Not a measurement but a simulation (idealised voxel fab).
process module | voxel lift off
cross-section cut | 205 nm wide | cells 5 nm
A cross-section is a grid of square cells, given in bands from the top down. A band is one or more rows of cells.
Each band's line starts with the height of the band's top and of its bottom, in nm. Then come its materials from left to right, each with its width in nm. One material with "throughout" fills the band from edge to edge. "air" is empty space.
Height 0 is the level under which the wafer as received is all one material. The lowest band goes on downwards, as in "0 down".
A width such as "30 to 40" changes by the same amount from each row of cells to the next, from the band's top row to its bottom row.
"no change" after a step means that no cell of the cross-section changed.
closed voids: empty space of 8 cells or more with no open way to the top, each as width x height at its distance from the left edge, in nm
after a step's settings: what the simulator itself notes on the step
overlay nm, on a step with a mask: how far to the right of its planned place the mask lay; to the left if negative
plan
1 op RECEIVE | material Si
2 op CONFORMAL_DEP | material SiN | thk nm 5
3 op PATTERN | tone open | mask id LINES | material resist | width nm 15 | pitch nm 40 | thk nm 25 | overlay nm 0
4 op DIRECTIONAL_DEP | material Ru | thk nm 15
5 op STRIP | etch materials resist
6 op CONFORMAL_DEP | material SiO2 | thk nm 5
as received, after step 1
  0 down: Si throughout
  closed voids: none
a wafer at the end: this start, this plan, one mistake
  35 to 20: air 60 | SiO2 85 | air 60
  20 to 5: SiO2 75 | Ru 15 | SiO2 25 | Ru 15 | SiO2 75
  5 to 0: SiN throughout
  0 down: Si throughout
  closed voids: none
what went wrong: step 6 ran as: op CONFORMAL_DEP | material SiO2 | thk nm 15
